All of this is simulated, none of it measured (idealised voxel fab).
process module | voxel wiring stack
cross-section cut | 235 nm wide | cells 5 nm
A cross-section is a grid of square cells, given in bands from the top down. A band is one or more rows of cells.
Each band's line starts with the height of the band's top and of its bottom, in nm. Then come its materials from left to right, each with its width in nm. One material with "throughout" fills the band from edge to edge. "air" is empty space.
Height 0 is the level under which the wafer as received is all one material. The lowest band goes on downwards, as in "0 down".
A width such as "30 to 40" changes by the same amount from each row of cells to the next, from the band's top row to its bottom row.
"no change" after a step means that no cell of the cross-section changed.
closed voids: empty space of 8 cells or more with no open way to the top, each as width x height at its distance from the left edge, in nm
after a step's settings: what the simulator itself notes on the step
overlay nm, on a step with a mask: how far to the right of its planned place the mask lay; to the left if negative
plan
1 op RECEIVE | material Si
2 op CONFORMAL_DEP | material SiO2 | thk nm 10
3 op CONFORMAL_DEP | material SiN | thk nm 5
4 op DIRECTIONAL_DEP | material lowk | thk nm 20
5 op DIRECTIONAL_DEP | material aC | thk nm 10
6 op PATTERN | tone open | mask id METAL_1 | material resist | width nm 20 | pitch nm 45 | thk nm 30 | overlay nm 0
7 op DIRECTIONAL_ETCH | etch materials aC | depth nm 10
8 op STRIP | etch materials resist
9 op DIRECTIONAL_ETCH | etch materials lowk | depth nm 20
10 op DIRECTIONAL_ETCH | etch materials SiN | depth nm 5
11 op STRIP | etch materials aC
12 op CONFORMAL_DEP | material TiN | thk nm 5
13 op FILL_DEP | material Ru | thk nm 5
14 op CMP | height nm 35
15 op CONFORMAL_DEP | material SiCN | thk nm 5
16 op DIRECTIONAL_DEP | material lowk | thk nm 35
17 op MASKED_ETCH | tone open | mask id METAL_2_HOLES | width nm 15 | pitch nm 45 | etch materials lowk | depth nm 35 | overlay nm 0
18 op DIRECTIONAL_DEP | material aC | thk nm 10
19 op PATTERN | tone open | mask id METAL_2 | material resist | width nm 20 | pitch nm 45 | thk nm 25 | overlay nm 0
20 op DIRECTIONAL_ETCH | etch materials aC | depth nm 10
21 op STRIP | etch materials resist
22 op DIRECTIONAL_ETCH | etch materials lowk | depth nm 20
23 op DIRECTIONAL_ETCH | etch materials SiCN | depth nm 5
24 op STRIP | etch materials aC
25 op CONFORMAL_DEP | material TiN | thk nm 5
26 op FILL_DEP | material Ru | thk nm 5
27 op CMP | height nm 75
28 op CONFORMAL_DEP | material SiCN | thk nm 5
first wafer, as planned
as received, after step 1
  0 down: Si throughout
  closed voids: none
after step 2
  10 to 0: SiO2 throughout
  below 0: unchanged
after step 3
  15 to 10: SiN throughout
  below 10: unchanged
after step 4
  35 to 15: lowk throughout
  below 15: unchanged
after step 5
  45 to 35: aC throughout
  below 35: unchanged
after step 6
  75 to 45: resist 85 | air 20 | resist 25 | air 20 | resist 85
  below 45: unchanged
after step 7
  65 to 45: resist 85 | air 20 | resist 25 | air 20 | resist 85
  45 to 35: aC 85 | air 20 | aC 25 | air 20 | aC 85
  below 35: unchanged
after step 8
  45 to 35: aC 85 | air 20 | aC 25 | air 20 | aC 85
  below 35: unchanged
after step 9
  45 to 35: aC 85 | air 20 | aC 25 | air 20 | aC 85
  35 to 15: lowk 85 | air 20 | lowk 25 | air 20 | lowk 85
  below 15: unchanged
after step 10
  45 to 35: aC 85 | air 20 | aC 25 | air 20 | aC 85
  35 to 15: lowk 85 | air 20 | lowk 25 | air 20 | lowk 85
  15 to 10: SiN 85 | air 20 | SiN 25 | air 20 | SiN 85
  below 10: unchanged
after step 11
  35 to 15: lowk 85 | air 20 | lowk 25 | air 20 | lowk 85
  below 15: unchanged
after step 12
  40 to 35: TiN 90 | air 10 | TiN 35 | air 10 | TiN 90
  35 to 15: lowk 85 | TiN 5 | air 10 | TiN 5 | lowk 25 | TiN 5 | air 10 | TiN 5 | lowk 85
  15 to 10: SiN 85 | TiN 20 | SiN 25 | TiN 20 | SiN 85
  below 10: unchanged
after step 13
  45 to 40: Ru throughout
  40 to 35: TiN 90 | Ru 10 | TiN 35 | Ru 10 | TiN 90
  35 to 15: lowk 85 | TiN 5 | Ru 10 | TiN 5 | lowk 25 | TiN 5 | Ru 10 | TiN 5 | lowk 85
  below 15: unchanged
after step 14
  35 to 15: lowk 85 | TiN 5 | Ru 10 | TiN 5 | lowk 25 | TiN 5 | Ru 10 | TiN 5 | lowk 85
  below 15: unchanged
after step 15
  40 to 35: SiCN throughout
  below 35: unchanged
after step 16
  75 to 40: lowk throughout
  below 40: unchanged
after step 17
  75 to 40: lowk 85 | air 15 | lowk 30 | air 15 | lowk 90
  below 40: unchanged
after step 18
  85 to 75: aC 85 | air 15 | aC 30 | air 15 | aC 90
  75 to 50: lowk 85 | air 15 | lowk 30 | air 15 | lowk 90
  50 to 40: lowk 85 | aC 15 | lowk 30 | aC 15 | lowk 90
  below 40: unchanged
after step 19
  110 to 85: resist 85 | air 20 | resist 25 | air 20 | resist 85
  below 85: unchanged
after step 20
  100 to 85: resist 85 | air 20 | resist 25 | air 20 | resist 85
  85 to 75: aC 85 | air 20 | aC 25 | air 20 | aC 85
  75 to 40: lowk 85 | air 15 | lowk 30 | air 15 | lowk 90
  below 40: unchanged
after step 21
  85 to 75: aC 85 | air 20 | aC 25 | air 20 | aC 85
  below 75: unchanged
after step 22
  85 to 75: aC 85 | air 20 | aC 25 | air 20 | aC 85
  75 to 55: lowk 85 | air 20 | lowk 25 | air 20 | lowk 85
  below 55: unchanged
after step 23
  85 to 75: aC 85 | air 20 | aC 25 | air 20 | aC 85
  75 to 55: lowk 85 | air 20 | lowk 25 | air 20 | lowk 85
  55 to 40: lowk 85 | air 15 | lowk 30 | air 15 | lowk 90
  40 to 35: SiCN 85 | air 15 | SiCN 30 | air 15 | SiCN 90
  below 35: unchanged
after step 24
  75 to 55: lowk 85 | air 20 | lowk 25 | air 20 | lowk 85
  below 55: unchanged
after step 25
  80 to 75: TiN 90 | air 10 | TiN 35 | air 10 | TiN 90
  75 to 60: lowk 85 | TiN 5 | air 10 | TiN 5 | lowk 25 | TiN 5 | air 10 | TiN 5 | lowk 85
  60 to 55: lowk 85 | TiN 5 | air 5 | TiN 10 | lowk 25 | TiN 5 | air 5 | TiN 10 | lowk 85
  55 to 40: lowk 85 | TiN 5 | air 5 | TiN 5 | lowk 30 | TiN 5 | air 5 | TiN 5 | lowk 90
  40 to 35: SiCN 85 | TiN 15 | SiCN 30 | TiN 15 | SiCN 90
  below 35: unchanged
after step 26
  85 to 80: Ru throughout
  80 to 75: TiN 90 | Ru 10 | TiN 35 | Ru 10 | TiN 90
  75 to 60: lowk 85 | TiN 5 | Ru 10 | TiN 5 | lowk 25 | TiN 5 | Ru 10 | TiN 5 | lowk 85
  60 to 55: lowk 85 | TiN 5 | Ru 5 | TiN 10 | lowk 25 | TiN 5 | Ru 5 | TiN 10 | lowk 85
  55 to 40: lowk 85 | TiN 5 | Ru 5 | TiN 5 | lowk 30 | TiN 5 | Ru 5 | TiN 5 | lowk 90
  below 40: unchanged
after step 27
  75 to 60: lowk 85 | TiN 5 | Ru 10 | TiN 5 | lowk 25 | TiN 5 | Ru 10 | TiN 5 | lowk 85
  below 60: unchanged
after step 28
  80 to 75: SiCN throughout
  below 75: unchanged
second wafer: like start, like plan, one mistake. Through step 18 it matches the first wafer
when step 19 should have ended
  110 to 85: resist 95 | air 20 | resist 25 | air 20 | resist 75
  85 to 75: aC 85 | resist 10 | air 5 | aC 30 | resist 10 | air 5 | aC 90
  75 to 50: lowk 85 | resist 10 | air 5 | lowk 30 | resist 10 | air 5 | lowk 90
  below 50: unchanged
when step 20 should have ended
  100 to 85: resist 95 | air 20 | resist 25 | air 20 | resist 75
  85 to 75: aC 85 | resist 10 | air 20 | aC 15 | resist 10 | air 20 | aC 75
  75 to 50: lowk 85 | resist 10 | air 5 | lowk 30 | resist 10 | air 5 | lowk 90
  50 to 40: lowk 85 | aC 10 | air 5 | lowk 30 | aC 10 | air 5 | lowk 90
  below 40: unchanged
when step 21 should have ended
  85 to 75: aC 85 | air 30 | aC 15 | air 30 | aC 75
  75 to 50: lowk 85 | air 15 | lowk 30 | air 15 | lowk 90
  below 50: unchanged
when step 22 should have ended
  85 to 75: aC 85 | air 30 | aC 15 | air 30 | aC 75
  75 to 55: lowk 85 | air 30 | lowk 15 | air 30 | lowk 75
  below 55: unchanged
when step 23 should have ended
  85 to 75: aC 85 | air 30 | aC 15 | air 30 | aC 75
  75 to 55: lowk 85 | air 30 | lowk 15 | air 30 | lowk 75
  55 to 50: lowk 85 | air 15 | lowk 30 | air 15 | lowk 90
  50 to 40: lowk 85 | aC 10 | air 5 | lowk 30 | aC 10 | air 5 | lowk 90
  40 to 35: SiCN 95 | air 5 | SiCN 40 | air 5 | SiCN 90
  below 35: unchanged
when step 24 should have ended
  75 to 55: lowk 85 | air 30 | lowk 15 | air 30 | lowk 75
  55 to 40: lowk 85 | air 15 | lowk 30 | air 15 | lowk 90
  below 40: unchanged
when step 25 should have ended
  80 to 75: TiN 90 | air 20 | TiN 25 | air 20 | TiN 80
  75 to 60: lowk 85 | TiN 5 | air 20 | TiN 5 | lowk 15 | TiN 5 | air 20 | TiN 5 | lowk 75
  60 to 55: lowk 85 | TiN 5 | air 5 | TiN 20 | lowk 15 | TiN 5 | air 5 | TiN 20 | lowk 75
  55 to 45: lowk 85 | TiN 5 | air 5 | TiN 5 | lowk 30 | TiN 5 | air 5 | TiN 5 | lowk 90
  45 to 40: lowk 85 | TiN 15 | lowk 30 | TiN 15 | lowk 90
  40 to 35: SiCN 95 | TiN 5 | SiCN 40 | TiN 5 | SiCN 90
  below 35: unchanged
when step 26 should have ended
  85 to 80: Ru throughout
  80 to 75: TiN 90 | Ru 20 | TiN 25 | Ru 20 | TiN 80
  75 to 60: lowk 85 | TiN 5 | Ru 20 | TiN 5 | lowk 15 | TiN 5 | Ru 20 | TiN 5 | lowk 75
  60 to 55: lowk 85 | TiN 5 | Ru 5 | TiN 20 | lowk 15 | TiN 5 | Ru 5 | TiN 20 | lowk 75
  55 to 45: lowk 85 | TiN 5 | Ru 5 | TiN 5 | lowk 30 | TiN 5 | Ru 5 | TiN 5 | lowk 90
  below 45: unchanged
when step 27 should have ended
  75 to 60: lowk 85 | TiN 5 | Ru 20 | TiN 5 | lowk 15 | TiN 5 | Ru 20 | TiN 5 | lowk 75
  below 60: unchanged
when step 28 should have ended
  80 to 75: SiCN throughout
  below 75: unchanged
what went wrong: step 19 ran as: op PATTERN | tone open | mask id METAL_2 | material resist | width nm 20 | pitch nm 45 | thk nm 25 | overlay nm 10
at the end the second wafer has, in cells: 10 more of Ru | 4 more of SiCN | 2 more of TiN | 16 fewer of lowk
